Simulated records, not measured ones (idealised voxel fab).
voxel air gaps: a process module
For reference, the cross-section in this document is cut, with width 175 nm and square cells of 5 nm.
A cross-section in this document is a grid of square cells, and it is written down as bands, the top band listed before the ones below it; a band is made up of one or more rows of cells.
Band: top height; bottom height; in nm. Then, left to right: material with width in nm, for each material. "throughout": a single material spanning edge to edge. "blank": empty space.
Heights are measured from 0, the level below which the as-received wafer is all one material; the lowest band has no bottom and continues downward, written as in "0 nm and below".
Width "30 to 40": first value at the band's top row of cells, second value at its bottom row, equal change from row to row.
Given "nothing was modified" for a step, no cell of the cross-section differs between before and after that step.
If an empty space has no open way to the top and is at least 8 cells in size, "Closed void table" lists it, written width x height at distance, where distance is measured from the left edge and every value is in nm.
Whatever follows a step's settings on its line is a remark the simulator itself makes about that step.
"overlay nm" denotes, for a step that has a mask, the displacement of the mask to the right of its planned place, with negative values corresponding to the left.
-- Below is the list of planned process steps
1) RECEIVE (material Si)
2) CONFORMAL_DEP (material SiO2; thk nm 10)
3) CONFORMAL_DEP (material SiN; thk nm 5)
4) DIRECTIONAL_DEP (material lowk; thk nm 40)
5) PATTERN (tone open; mask id LINES; material resist; width nm 20; pitch nm 45; thk nm 20; overlay nm 0)
6) DIRECTIONAL_ETCH (etch materials lowk; depth nm 40)
7) STRIP (etch materials resist)
8) CONFORMAL_DEP (material TiN; thk nm 5)
9) FILL_DEP (material Cu; thk nm 10)
10) CMP (height nm 45)
11) EPI (material Ru; thk nm 10)
12) SELECTIVE_ETCH (etch materials lowk; depth nm 50)
13) CONFORMAL_DEP (material SiN; thk nm 5)
Variable across wafers: step 10 height nm (plan value is that of the first wafer; starting state common to all).
-- Cross-section: the first of several wafers in its as-received state, i.e. following step 1
* 0 nm and below  Si throughout
* Closed void table: none
-- Where each wafer stands at the end of the module, a row apiece: cells of each material gained (+) or lost (-) since it was received, then closed voids
height nm 45; +30 Cu; +48 Ru; +134 SiN; +70 SiO2; +42 TiN; Closed void table: 15 x 20 at 55; 15 x 20 at 100
height nm 50; +36 Cu; +48 Ru; +140 SiN; +70 SiO2; +48 TiN; Closed void table: 15 x 25 at 55; 15 x 25 at 100
height nm 55; +42 Cu; +48 Ru; +146 SiN; +70 SiO2; +54 TiN; Closed void table: 15 x 30 at 55; 15 x 30 at 100
height nm 60; +48 Cu; +70 Ru; +70 SiN; +70 SiO2; +83 TiN; +184 lowk; Closed void table: none
height nm 65; +83 Cu; +70 Ru; +70 SiN; +70 SiO2; +83 TiN; +184 lowk; Closed void table: none
height nm 70; +118 Cu; +70 Ru; +70 SiN; +70 SiO2; +83 TiN; +184 lowk; Closed void table: none
